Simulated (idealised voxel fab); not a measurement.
Process module under the name voxel capacitor over wiring
Section shown: cut. Width: 275 nm. Cell size: 5 nm, square.
The cross-sections in this document take the form of a grid made of square cells. They are written out as bands, in order from top to bottom. Each band consists of one or more rows of cells.
Band: top height; bottom height; in nm. Then, left to right: material with width in nm, for each material. "all across": a single material spanning edge to edge. "air": empty space.
Counting heights begins at 0, where everything beneath is, in the wafer as received, one material. The lowest band has no bottom; it goes on downwards, as "z 0 and below" shows.
Think of "30->40" as a width that walks from the first number to the second as you go down the band, top row to bottom row, taking equal-sized steps from row to row.
You'll sometimes find "everything unchanged" written for a step, and that's the way of saying that nowhere in the cross-section did a cell change during that step.
In "Closed void entries" the enclosed voids are listed, meaning empty spaces of 8 cells or larger without any opening to the top. The form is width x height at distance, distance from the left edge, units nm.
Note: text after step settings on the step line = simulator remark on that step.
If you see "overlay nm" on a step's line and that step has a mask, it's telling you how far right of where it was planned the mask ended up; a negative number means it went left instead.
## Intended process steps
- 1: RECEIVE | material Si
- 2: CONFORMAL_DEP | material SiO2 | thk nm 10
- 3: CONFORMAL_DEP | material SiCN | thk nm 5
- 4: DIRECTIONAL_DEP | material lowk | thk nm 20
- 5: MASKED_ETCH | tone open | mask id METAL_1 | width nm 30 | pitch nm 90 | etch materials lowk | depth nm 20 | overlay nm 0
- 6: MASKED_ETCH | tone open | mask id METAL_1 | width nm 30 | pitch nm 90 | etch materials SiCN | depth nm 5 | overlay nm 0
- 7: CONFORMAL_DEP | material TiN | thk nm 5
- 8: FILL_DEP | material Cu | thk nm 5
- 9: CMP | height nm 35
- 10: CONFORMAL_DEP | material SiCN | thk nm 5
- 11: DIRECTIONAL_DEP | material SiO2 | thk nm 15
- 12: PATTERN | tone open | mask id PLUG_1 | material resist | width nm 15 | thk nm 20 | overlay nm 0
- 13: DIRECTIONAL_ETCH | etch materials SiO2 | depth nm 15
- 14: DIRECTIONAL_ETCH | etch materials SiCN | depth nm 5
- 15: STRIP | etch materials resist
- 16: CONFORMAL_DEP | material TiN | thk nm 5
- 17: FILL_DEP | material Ru | thk nm 10
- 18: CMP | height nm 55
- 19: DIRECTIONAL_DEP | material TiN | thk nm 5
- 20: DIRECTIONAL_DEP | material SiN | thk nm 5
- 21: DIRECTIONAL_DEP | material TiN | thk nm 5
- 22: MASKED_ETCH | tone cover | mask id UPPER_PLATE | width nm 65 | etch materials TiN | depth nm 5 | overlay nm 0
- 23: MASKED_ETCH | tone cover | mask id UPPER_PLATE | width nm 65 | etch materials SiN | depth nm 5 | overlay nm 0
- 24: PATTERN | tone cover | mask id LOWER_PLATE | material resist | width nm 75 | thk nm 15 | overlay nm 0
- 25: DIRECTIONAL_ETCH | etch materials TiN | depth nm 5
- 26: STRIP | etch materials resist
- 27: FILL_DEP | material SiO2 | thk nm 20
- 28: CMP | height nm 85
- 29: MASKED_ETCH | tone open | mask id PLUG_2 | width nm 15 | etch materials SiO2 | depth nm 15 | overlay nm 0
- 30: CONFORMAL_DEP | material TiN | thk nm 5
- 31: FILL_DEP | material Ru | thk nm 5
- 32: CMP | height nm 85
- 33: CONFORMAL_DEP | material SiN | thk nm 5
## Here's what the wafer looked like in cross-section when it arrived - that's after step 1
* z 0 and below  Si all across
* Closed void entries: none
## Wafer cross-section at module end: first of two, run to plan
* z 90 to 85  SiN all across
* z 85 to 75  SiO2 (100); TiN (5); Ru (5); TiN (5); SiO2 (160)
* z 75 to 65  SiO2 (100->90); TiN (15->65); SiO2 (160->120)
* z 65 to 60  SiO2 (90); SiN (65); SiO2 (120)
* z 60 to 55  SiO2 (85); TiN (75); SiO2 (115)
* z 55 to 40  SiO2 (90); TiN (5); Ru (5); TiN (5); SiO2 (170)
* z 40 to 35  SiCN (90); TiN (15); SiCN (170)
* z 35 to 15  lowk (75); TiN (5); Cu (20); TiN (5); lowk (60); TiN (5); Cu (20); TiN (5); lowk (80)
* z 15 to 10  SiCN (75); TiN (30); SiCN (60); TiN (30); SiCN (80)
* z 10 to 0  SiO2 all across
* z 0 and below  Si all across
* Closed void entries: none
## So this is wafer number two of the two, cut at the end of the module - it started where the first did and had the same plan, we just got one thing wrong running it
* z 90 to 85  SiN all across
* z 85 to 75  SiO2 (100); TiN (5); Ru (5); TiN (5); SiO2 (160)
* z 75 to 65  SiO2 (100->90); TiN (15->65); SiO2 (160->120)
* z 65 to 60  SiO2 (90); SiN (65); SiO2 (120)
* z 60 to 55  SiO2 (85); TiN (75); SiO2 (115)
* z 55 to 40  SiO2 (100); TiN (5); Ru (5); TiN (5); SiO2 (160)
* z 40 to 35  SiCN (100); TiN (15); SiCN (160)
* z 35 to 15  lowk (75); TiN (5); Cu (20); TiN (5); lowk (60); TiN (5); Cu (20); TiN (5); lowk (80)
* z 15 to 10  SiCN (75); TiN (30); SiCN (60); TiN (30); SiCN (80)
* z 10 to 0  SiO2 all across
* z 0 and below  Si all across
* Closed void entries: none
what went wrong: not per plan at step 12, really ran PATTERN | tone open | mask id PLUG_1 | material resist | width nm 15 | thk nm 20 | overlay nm 10
So at the finish, the second wafer's got exactly as many cells of each material as the first, just not in the same spots.
